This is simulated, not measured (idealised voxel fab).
The process module presented herein is designated voxel released beams.
The figure presents cross-section cut, which has a width of 140 nm and is divided into square cells with an edge length of 5 nm.
If you're reading a cross-section in this doc, picture square cells in a grid; it comes to you as bands, top ones listed first down to the bottom, and a band can be one or more rows of cells.
In this notation a band is specified by the heights of its top and bottom, in that order and in nm, after which its materials appear from left to right, each paired with its width in nm. The word "edge to edge" attached to a single material means that material fills the band from edge to edge; the word "air" stands for empty space.
The reference from which all heights are counted is 0, the level beneath which the as-received wafer is entirely one material; the lowest band, having no lower bound, proceeds downward and is written after the example "0 nm and below".
Width "30->40": first value at the band's top row of cells, second value at its bottom row, equal change from row to row.
Basically "nothing changed" means that step didn't change any cell in the cross-section.
"Completely sealed voids" enumerates empty spaces isolated from the top, with no open way to it, that contain at least 8 cells, giving each as width x height at distance from the left edge, all three in nm.
Text after the settings on a step's line: the simulator's own remark on that step.
overlay nm: right-of-plan distance of the mask on a masked step; negative values mean left-of-plan.
## The planned process steps are enumerated hereunder
- 1: RECEIVE with material Si
- 2: CONFORMAL_DEP with material Al2O3, thk nm 10
- 3: DIRECTIONAL_DEP with material SiO2, thk nm 15
- 4: MASKED_ETCH with tone open, mask id ANCHOR, width nm 25, etch materials SiO2, depth nm 15, overlay nm 0
- 5: CONFORMAL_DEP with material W, thk nm 10
- 6: MASKED_ETCH with tone cover, mask id BEAM, width nm 70, etch materials W, depth nm 10, overlay nm 0
- 7: STRIP with etch materials SiO2
## As-received state of the wafer in cross-section, equivalent to post-step 1
* 0 nm and below = Si edge to edge
* Completely sealed voids: none
## Post-module cross-section of the first of two wafers (run per plan)
* 35 nm to 25 nm = air 30 nm, then W 15 nm, then air 5 nm, then W 50 nm, then air 40 nm
* 25 nm to 20 nm = air 35 nm, then W 10 nm, then air 5 nm, then W 10 nm, then air 80 nm
* 20 nm to 10 nm = air 35 nm, then W 25 nm, then air 80 nm
* 10 nm to 0 nm = Al2O3 edge to edge
* 0 nm and below = Si edge to edge
* Completely sealed voids: none
## Now the second wafer, cross-sectioned at the end of the module. Nothing different at the start, nothing different in the plan compared with the first, just one mistake when it was actually run
* 25 nm to 20 nm = air 30 nm, then W 15 nm, then air 5 nm, then W 50 nm, then air 40 nm
* 20 nm to 10 nm = air 30->35 nm, then W 70->25 nm, then air 40->80 nm
* 10 nm to 0 nm = Al2O3 edge to edge
* 0 nm and below = Si edge to edge
* Completely sealed voids: none
So what did we get wrong on this run? step 3 was not run as planned; what actually ran was DIRECTIONAL_DEP with material SiO2, thk nm 5
Count the cells at the end and the second wafer has more or fewer of some materials than the first: -8 W
